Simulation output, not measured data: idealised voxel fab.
Process module under the name voxel self aligned contacts
Displayed cross-section: cut, width of 270 nm, square cells sized 5 nm.
If you're reading a cross-section in this doc, picture square cells in a grid; it comes to you as bands, top ones listed first down to the bottom, and a band can be one or more rows of cells.
Within each band entry, the heights of the top and of the bottom of the band appear first, in that order and in nm; the materials of the band then follow from left to right, each with its corresponding width in nm. The designation "edge to edge" on a single material indicates that it fills the band from edge to edge; the designation "empty" indicates empty space.
Basically, 0 is our baseline, since under it the wafer straight out of the box is all one material. The bottom band has no lower end and keeps on going down, so it looks like "0 and below".
Width: "30 to 40" (first number = top row, second number = bottom row, same change from row to row of cells).
Basically "no alterations made" means that step didn't change any cell in the cross-section.
Listed in "Sealed void inventory": every empty space of 8 or more cells without an open way to the top. Form: width x height at distance, the distance being from the left edge, all in nm.
Whatever follows a step's settings on its line is a remark the simulator itself makes about that step.
What "overlay nm" on a step's line means: if the step has a mask, that mask lay this far to the right of its planned place, or, when the value is negative, to the left.
### This section lists the process steps that were planned
| 1 | RECEIVE | material Si |
| 2 | OXIDIZE | depth nm 5 |
| 3 | DIRECTIONAL_DEP | material polySi | thk nm 30 |
| 4 | DIRECTIONAL_DEP | material SiN | thk nm 15 |
| 5 | MASKED_ETCH | tone cover | mask id GATE | width nm 25 | pitch nm 55 | etch materials SiN | depth nm 15 | overlay nm 0 |
| 6 | MASKED_ETCH | tone cover | mask id GATE | width nm 25 | pitch nm 55 | etch materials polySi | depth nm 30 | overlay nm 0 |
| 7 | CONFORMAL_DEP | material SiN | thk nm 5 |
| 8 | DIRECTIONAL_ETCH | etch materials SiN | depth nm 5 |
| 9 | FILL_DEP | material SiO2 | thk nm 10 |
| 10 | CMP | height nm 50 |
| 11 | MASKED_ETCH | tone open | mask id CONTACT | width nm 40 | pitch nm 55 | etch materials SiO2 | depth nm 55 | overlay nm 0 |
| 12 | CONFORMAL_DEP | material TiN | thk nm 5 |
| 13 | FILL_DEP | material Ru | thk nm 10 |
| 14 | CMP | height nm 50 |
| 15 | CONFORMAL_DEP | material SiCN | thk nm 5 |
### Wafer cross-section on receipt, i.e. after step 1
* 0 and below: Si edge to edge
* Sealed void inventory: none
### As-planned run: cross-section of the first of two wafers at end of module
* 55 down to 50: SiCN edge to edge
* 50 down to 45: 85 of SiO2 | 15 of TiN | 10 of Ru | 15 of TiN | 15 of SiO2 | 15 of TiN | 10 of Ru | 15 of TiN | 90 of SiO2
* 45 down to 30: 60 of SiO2 | 35 of SiN | 5 of TiN | 10 of Ru | 5 of TiN | 35 of SiN | 5 of TiN | 10 of Ru | 5 of TiN | 35 of SiN | 65 of SiO2
* 30 down to 0: 60 of SiO2 | 5 of SiN | 25 of polySi | 5 of SiN | 5 of TiN | 10 of Ru | 5 of TiN | 5 of SiN | 25 of polySi | 5 of SiN | 5 of TiN | 10 of Ru | 5 of TiN | 5 of SiN | 25 of polySi | 5 of SiN | 65 of SiO2
* 0 down to -5: 95 of SiO2 | 20 of TiN | 35 of SiO2 | 20 of TiN | 100 of SiO2
* -5 and below: Si edge to edge
* Sealed void inventory: none
### Second of two wafers, module complete, sectioned: it shares the first wafer's start and plan but was run with one mistake
* 55 down to 50: SiCN edge to edge
* 50 down to 45: 85 of SiO2 | 15 of TiN | 10 of Ru | 15 of TiN | 15 of SiO2 | 15 of TiN | 10 of Ru | 15 of TiN | 90 of SiO2
* 45 down to 30: 60 of SiO2 | 35 of SiN | 5 of TiN | 10 of Ru | 5 of TiN | 35 of SiN | 5 of TiN | 10 of Ru | 5 of TiN | 35 of SiN | 65 of SiO2
* 30 down to 25: 95 of SiO2 | 20 of TiN | 35 of SiO2 | 20 of TiN | 100 of SiO2
* 25 down to 0: polySi edge to edge
* 0 and below: Si edge to edge
* Sealed void inventory: none
The mistake made against the process plan was this: ran 2 and 3 in swapped order versus the plan
at the end the second wafer has, in cells: 24 fewer of Ru; 54 more of Si; 36 fewer of SiN; 150 fewer of SiO2; 24 fewer of TiN; 180 more of polySi
